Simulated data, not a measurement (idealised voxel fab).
voxel wiring stack: a process module
It is cross-section cut that appears here, measuring 235 nm in width, its square cells being 5 nm in size.
Reading order for cross-sections: top band down to bottom band. Underlying form: a grid of square cells. Band size: one or more rows of cells.
Basically the band line says how high the top is and how high the bottom is, in nm, and then what's in it from left to right, every material with its width in nm. Empty space shows up as "air", and if a single material carries "edge to edge" it runs the full band edge to edge.
A quick word on heights: they are counted from 0, and under that level the wafer as it came to us is one material throughout. The lowest band is different from the rest in having no bottom; it simply continues downward, written as in "0 down".
Width: "30 to 40" (first number = top row, second number = bottom row, same change from row to row of cells).
"everything unchanged" (step): cross-section cells unchanged, all of them.
Empty spaces without an open route to the top, at least 8 cells in extent, make up the entry "Closed void entries"; each is given as width x height at distance, where the distance is measured from the left edge, and all are in nm.
Text after the settings on a step's line: the simulator's own remark on that step.
The line of a step may include "overlay nm". On a step with a mask, this value is how far to the right of its planned place the mask lay. A negative value means the mask lay to the left.
# Intended process steps
1. RECEIVE (material Si)
2. CONFORMAL_DEP (material SiO2; thk nm 10)
3. DIRECTIONAL_DEP (material TiN; thk nm 5)
4. DIRECTIONAL_DEP (material W; thk nm 20)
5. PATTERN (tone cover; mask id METAL_1; material resist; width nm 20; pitch nm 40; thk nm 20; overlay nm 0)
6. DIRECTIONAL_ETCH (etch materials W; depth nm 20)
7. DIRECTIONAL_ETCH (etch materials TiN; depth nm 5)
8. STRIP (etch materials resist)
9. FILL_DEP (material lowk; thk nm 5)
10. CMP (height nm 35)
11. CONFORMAL_DEP (material SiCN; thk nm 5)
12. DIRECTIONAL_DEP (material lowk; thk nm 30)
13. PATTERN (tone open; mask id METAL_2; material resist; width nm 20; pitch nm 40; thk nm 20; overlay nm 0)
14. DIRECTIONAL_ETCH (etch materials lowk; depth nm 20)
15. STRIP (etch materials resist)
16. MASKED_ETCH (tone open; mask id METAL_2_HOLES; width nm 15; etch materials lowk; depth nm 10; overlay nm 0)
17. MASKED_ETCH (tone open; mask id METAL_2_HOLES; width nm 15; etch materials SiCN; depth nm 5; overlay nm 0)
18. CONFORMAL_DEP (material TiN; thk nm 5)
19. FILL_DEP (material Cu; thk nm 5)
20. CMP (height nm 70)
21. CONFORMAL_DEP (material SiCN; thk nm 5)
22. DIRECTIONAL_DEP (material lowk; thk nm 35)
23. DIRECTIONAL_DEP (material aC; thk nm 10)
24. PATTERN (tone open; mask id METAL_3; material resist; width nm 20; pitch nm 40; thk nm 30; overlay nm 0)
25. DIRECTIONAL_ETCH (etch materials aC; depth nm 10)
26. STRIP (etch materials resist)
27. DIRECTIONAL_ETCH (etch materials lowk; depth nm 20)
28. STRIP (etch materials aC)
29. DIRECTIONAL_DEP (material aC; thk nm 15)
30. PATTERN (tone open; mask id METAL_3_HOLES; material resist; width nm 15; thk nm 35; overlay nm 0)
31. DIRECTIONAL_ETCH (etch materials aC; depth nm 15)
32. STRIP (etch materials resist)
33. DIRECTIONAL_ETCH (etch materials lowk; depth nm 15)
34. DIRECTIONAL_ETCH (etch materials SiCN; depth nm 5)
35. STRIP (etch materials aC)
36. CONFORMAL_DEP (material TiN; thk nm 5)
37. FILL_DEP (material Cu; thk nm 5)
38. CMP (height nm 110)
39. CONFORMAL_DEP (material SiCN; thk nm 5)
40. DIRECTIONAL_DEP (material lowk; thk nm 10)
41. MASKED_ETCH (tone open; mask id PLUG_3; width nm 15; pitch nm 40; etch materials lowk; depth nm 10; overlay nm 0)
42. MASKED_ETCH (tone open; mask id PLUG_3; width nm 15; pitch nm 40; etch materials SiCN; depth nm 5; overlay nm 0)
43. EPI (material Ru; thk nm 10)
44. EPI (material Ru; thk nm 5)
45. CONFORMAL_DEP (material SiN; thk nm 5)
46. DIRECTIONAL_DEP (material lowk; thk nm 20)
47. MASKED_ETCH (tone open; mask id METAL_4; width nm 20; pitch nm 40; etch materials lowk; depth nm 20; overlay nm 0)
48. MASKED_ETCH (tone open; mask id METAL_4; width nm 20; pitch nm 40; etch materials SiN; depth nm 5; overlay nm 0)
49. CONFORMAL_DEP (material TiN; thk nm 5)
50. FILL_DEP (material Ru; thk nm 5)
51. CMP (height nm 150)
52. EPI (material Ru; thk nm 5)
53. FILL_DEP (material SiCN; thk nm 5)
# Cross-section, incoming material, after step 1
0 down: Si edge to edge
Closed void entries: none
# Cross-section taken at module completion on the first of two wafers; processed per the plan
160 to 155: SiCN edge to edge
155 to 150: 80 nm SiCN  30 nm Ru  10 nm SiCN  30 nm Ru  85 nm SiCN
150 to 130: 85 nm lowk  5 nm TiN  10 nm Ru  5 nm TiN  20 nm lowk  5 nm TiN  10 nm Ru  5 nm TiN  90 nm lowk
130 to 125: 85 nm SiN  20 nm TiN  20 nm SiN  20 nm TiN  90 nm SiN
125 to 115: 85 nm lowk  15 nm Ru  25 nm lowk  15 nm Ru  95 nm lowk
115 to 110: 85 nm SiCN  15 nm Ru  25 nm SiCN  15 nm Ru  95 nm SiCN
110 to 95: 85 nm lowk  5 nm TiN  10 nm Cu  5 nm TiN  20 nm lowk  5 nm TiN  10 nm Cu  5 nm TiN  90 nm lowk
95 to 90: 85 nm lowk  5 nm TiN  5 nm Cu  10 nm TiN  20 nm lowk  20 nm TiN  90 nm lowk
90 to 75: 85 nm lowk  5 nm TiN  5 nm Cu  5 nm TiN  135 nm lowk
75 to 70: 85 nm SiCN  15 nm TiN  135 nm SiCN
70 to 55: 85 nm lowk  5 nm TiN  10 nm Cu  5 nm TiN  20 nm lowk  5 nm TiN  10 nm Cu  5 nm TiN  90 nm lowk
55 to 50: 85 nm lowk  5 nm TiN  5 nm Cu  10 nm TiN  20 nm lowk  20 nm TiN  90 nm lowk
50 to 40: 85 nm lowk  5 nm TiN  5 nm Cu  5 nm TiN  135 nm lowk
40 to 35: 85 nm SiCN  15 nm TiN  135 nm SiCN
35 to 15: 85 nm lowk  20 nm W  20 nm lowk  20 nm W  90 nm lowk
15 to 10: 85 nm lowk  20 nm TiN  20 nm lowk  20 nm TiN  90 nm lowk
10 to 0: SiO2 edge to edge
0 down: Si edge to edge
Closed void entries: none
# Cross-sectional view of the second of two wafers upon completion of the module. This wafer shared its starting condition and process plan with the first; one error was made during its execution
160 to 155: SiCN edge to edge
155 to 150: 80 nm SiCN  30 nm Ru  10 nm SiCN  30 nm Ru  85 nm SiCN
150 to 130: 85 nm lowk  5 nm TiN  10 nm Ru  5 nm TiN  20 nm lowk  5 nm TiN  10 nm Ru  5 nm TiN  90 nm lowk
130 to 125: 85 nm SiN  20 nm TiN  20 nm SiN  20 nm TiN  90 nm SiN
125 to 115: 85 nm lowk  15 nm Ru  25 nm lowk  15 nm Ru  95 nm lowk
115 to 110: 85 nm SiCN  15 nm Ru  25 nm SiCN  15 nm Ru  95 nm SiCN
110 to 95: 85 nm lowk  5 nm TiN  10 nm Cu  5 nm TiN  20 nm lowk  5 nm TiN  10 nm Cu  5 nm TiN  90 nm lowk
95 to 90: 85 nm lowk  5 nm TiN  5 nm Cu  10 nm TiN  20 nm lowk  20 nm TiN  90 nm lowk
90 to 80: 85 nm lowk  5 nm TiN  5 nm Cu  5 nm TiN  135 nm lowk
80 to 75: 85 nm lowk  15 nm TiN  135 nm lowk
75 to 70: Cu edge to edge
70 to 55: 85 nm lowk  5 nm TiN  10 nm Cu  5 nm TiN  20 nm lowk  5 nm TiN  10 nm Cu  5 nm TiN  90 nm lowk
55 to 50: 85 nm lowk  5 nm TiN  5 nm Cu  10 nm TiN  20 nm lowk  20 nm TiN  90 nm lowk
50 to 40: 85 nm lowk  5 nm TiN  5 nm Cu  5 nm TiN  135 nm lowk
40 to 35: 85 nm SiCN  15 nm TiN  135 nm SiCN
35 to 15: 85 nm lowk  20 nm W  20 nm lowk  20 nm W  90 nm lowk
15 to 10: 85 nm lowk  20 nm TiN  20 nm lowk  20 nm TiN  90 nm lowk
10 to 0: SiO2 edge to edge
0 down: Si edge to edge
Closed void entries: none
What broke from the plan during processing? contrary to plan, step 21 was performed as CONFORMAL_DEP (material Cu; thk nm 5)
Cell-count delta at end, second wafer over first, by material: +46 Cu; -44 SiCN; -2 TiN
